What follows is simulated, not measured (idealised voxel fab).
process module | voxel local oxidation
cross-section cut | 155 nm wide | cells 5 nm
A cross-section is a grid of square cells, given in bands from the top down. A band is one or more rows of cells.
Each band's line starts with the height of the band's top and of its bottom, in nm. Then come its materials from left to right, each with its width in nm. One material with "throughout" fills the band from edge to edge. "air" is empty space.
Height 0 is the level under which the wafer as received is all one material. The lowest band goes on downwards, as in "0 down".
A width such as "30 to 40" changes by the same amount from each row of cells to the next, from the band's top row to its bottom row.
"no change" after a step means that no cell of the cross-section changed.
closed voids: empty space of 8 cells or more with no open way to the top, each as width x height at its distance from the left edge, in nm
after a step's settings: what the simulator itself notes on the step
overlay nm, on a step with a mask: how far to the right of its planned place the mask lay; to the left if negative
plan
1 op RECEIVE | material Si
2 op CONFORMAL_DEP | material SiO2 | thk nm 5
3 op CONFORMAL_DEP | material SiN | thk nm 10
4 op DIRECTIONAL_DEP | material aC | thk nm 15
5 op PATTERN | tone cover | mask id ACTIVE | material resist | width nm 90 | thk nm 35 | overlay nm 0
6 op DIRECTIONAL_ETCH | etch materials aC | depth nm 15
7 op STRIP | etch materials resist
8 op DIRECTIONAL_ETCH | etch materials SiN | depth nm 10
9 op STRIP | etch materials aC
10 op SELECTIVE_ETCH | etch materials SiO2 | depth nm 5
11 op OXIDIZE | depth nm 10
12 op STRIP | etch materials SiN
first wafer, as planned
as received, after step 1
  0 down: Si throughout
  closed voids: none
after step 2
  5 to 0: SiO2 throughout
  below 0: unchanged
after step 3
  15 to 5: SiN throughout
  below 5: unchanged
after step 4
  30 to 15: aC throughout
  below 15: unchanged
after step 5
  65 to 30: air 30 | resist 90 | air 35
  below 30: unchanged
after step 6
  50 to 30: air 30 | resist 90 | air 35
  30 to 15: air 30 | aC 90 | air 35
  below 15: unchanged
after step 7
  30 to 15: air 30 | aC 90 | air 35
  below 15: unchanged
after step 8
  30 to 15: air 30 | aC 90 | air 35
  15 to 5: air 30 | SiN 90 | air 35
  below 5: unchanged
after step 9
  15 to 5: air 30 | SiN 90 | air 35
  below 5: unchanged
after step 10
  15 to 5: air 30 | SiN 90 | air 35
  5 to 0: air 35 | SiO2 80 | air 40
  below 0: unchanged
after step 11
  15 to 5: air 30 | SiN 90 | air 35
  5 to 0: air 35 | SiO2 80 | air 40
  0 to -10: SiO2 45 | Si 60 | SiO2 50
  below -10: unchanged
after step 12
  5 to 0: air 35 | SiO2 80 | air 40
  below 0: unchanged
second wafer: like start, like plan, one mistake. Through step 4 it matches the first wafer
when step 5 should have ended
  65 to 30: resist 30 | air 90 | resist 35
  below 30: unchanged
when step 6 should have ended
  50 to 30: resist 30 | air 90 | resist 35
  30 to 15: aC 30 | air 90 | aC 35
  below 15: unchanged
when step 7 should have ended
  30 to 15: aC 30 | air 90 | aC 35
  below 15: unchanged
when step 8 should have ended
  30 to 15: aC 30 | air 90 | aC 35
  15 to 5: SiN 30 | air 90 | SiN 35
  below 5: unchanged
when step 9 should have ended
  15 to 5: SiN 30 | air 90 | SiN 35
  below 5: unchanged
when step 10 should have ended
  15 to 5: SiN 30 | air 90 | SiN 35
  5 to 0: SiO2 25 | air 100 | SiO2 30
  below 0: unchanged
when step 11 should have ended
  15 to 5: SiN 30 | air 90 | SiN 35
  5 to 0: SiO2 25 | air 100 | SiO2 30
  0 to -10: Si 15 | SiO2 120 | Si 20
  below -10: unchanged
when step 12 should have ended
  5 to 0: SiO2 25 | air 100 | SiO2 30
  below 0: unchanged
what went wrong: step 5 ran as: op PATTERN | tone open | mask id ACTIVE | material resist | width nm 90 | thk nm 35 | overlay nm 0
at the end the second wafer has, in cells: 10 fewer of Si | 5 more of SiO2
